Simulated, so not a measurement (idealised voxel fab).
process module | voxel self aligned vias
cross-section cut | 220 nm wide | cells 5 nm
A cross-section is a grid of square cells, given in bands from the top down. A band is one or more rows of cells.
Each band's line starts with the height of the band's top and of its bottom, in nm. Then come its materials from left to right, each with its width in nm. One material with "throughout" fills the band from edge to edge. "air" is empty space.
Height 0 is the level under which the wafer as received is all one material. The lowest band goes on downwards, as in "0 down".
A width such as "30 to 40" changes by the same amount from each row of cells to the next, from the band's top row to its bottom row.
"no change" after a step means that no cell of the cross-section changed.
closed voids: empty space of 8 cells or more with no open way to the top, each as width x height at its distance from the left edge, in nm
after a step's settings: what the simulator itself notes on the step
overlay nm, on a step with a mask: how far to the right of its planned place the mask lay; to the left if negative
plan
1 op RECEIVE | material Si
2 op CONFORMAL_DEP | material SiO2 | thk nm 10
3 op CONFORMAL_DEP | material SiCN | thk nm 5
4 op DIRECTIONAL_DEP | material SiO2 | thk nm 25
5 op PATTERN | tone open | mask id LINES | material resist | width nm 20 | pitch nm 50 | thk nm 15 | overlay nm 0
6 op DIRECTIONAL_ETCH | etch materials SiO2 | depth nm 25
7 op STRIP | etch materials resist
8 op CONFORMAL_DEP | material TiN | thk nm 5
9 op FILL_DEP | material W | thk nm 10
10 op CMP | height nm 40
11 op SELECTIVE_ETCH | etch materials W Ru TiN | depth nm 5
12 op FILL_DEP | material SiN | thk nm 10
13 op CMP | height nm 40
14 op DIRECTIONAL_DEP | material SiO2 | thk nm 15
15 op MASKED_ETCH | tone open | mask id VIAS | width nm 30 | pitch nm 100 | etch materials SiO2 | depth nm 15 | overlay nm 0
16 op MASKED_ETCH | tone open | mask id VIAS | width nm 30 | pitch nm 100 | etch materials SiN | depth nm 5 | overlay nm 0
17 op CONFORMAL_DEP | material TiN | thk nm 5
18 op FILL_DEP | material Ru | thk nm 10
19 op CMP | height nm 55
20 op CONFORMAL_DEP | material SiN | thk nm 5
as received, after step 1
  0 down: Si throughout
  closed voids: none
first wafer at the end, as planned
  60 to 55: SiN throughout
  55 to 45: SiO2 45 | TiN 5 | Ru 20 | TiN 5 | SiO2 70 | TiN 5 | Ru 20 | TiN 5 | SiO2 45
  45 to 40: SiO2 45 | TiN 10 | Ru 10 | TiN 10 | SiO2 70 | TiN 10 | Ru 10 | TiN 10 | SiO2 45
  40 to 35: SiO2 50 | TiN 20 | SiO2 30 | SiN 20 | SiO2 30 | TiN 20 | SiO2 50
  35 to 20: SiO2 50 | TiN 5 | W 10 | TiN 5 | SiO2 30 | TiN 5 | W 10 | TiN 5 | SiO2 30 | TiN 5 | W 10 | TiN 5 | SiO2 50
  20 to 15: SiO2 50 | TiN 20 | SiO2 30 | TiN 20 | SiO2 30 | TiN 20 | SiO2 50
  15 to 10: SiCN throughout
  10 to 0: SiO2 throughout
  0 down: Si throughout
  closed voids: none
second wafer at the end: like start, like plan, one mistake
  60 to 55: SiN throughout
  55 to 45: SiO2 45 | TiN 5 | Ru 20 | TiN 5 | SiO2 70 | TiN 5 | Ru 20 | TiN 5 | SiO2 45
  45 to 40: SiO2 45 | TiN 30 | SiO2 70 | TiN 30 | SiO2 45
  40 to 35: SiN 45 | TiN 5 | SiO2 20 | TiN 5 | SiN 25 | SiO2 20 | SiN 25 | TiN 5 | SiO2 20 | TiN 5 | SiN 45
  35 to 20: W 45 | TiN 5 | SiO2 20 | TiN 5 | W 20 | TiN 5 | SiO2 20 | TiN 5 | W 20 | TiN 5 | SiO2 20 | TiN 5 | W 45
  20 to 15: TiN 50 | SiO2 20 | TiN 30 | SiO2 20 | TiN 30 | SiO2 20 | TiN 50
  15 to 10: SiCN throughout
  10 to 0: SiO2 throughout
  0 down: Si throughout
  closed voids: none
what went wrong: step 5 ran as: op PATTERN | tone cover | mask id LINES | material resist | width nm 20 | pitch nm 50 | thk nm 15 | overlay nm 0
at the end the second wafer has, in cells: 4 fewer of Ru | 24 more of SiN | 100 fewer of SiO2 | 20 more of TiN | 60 more of W
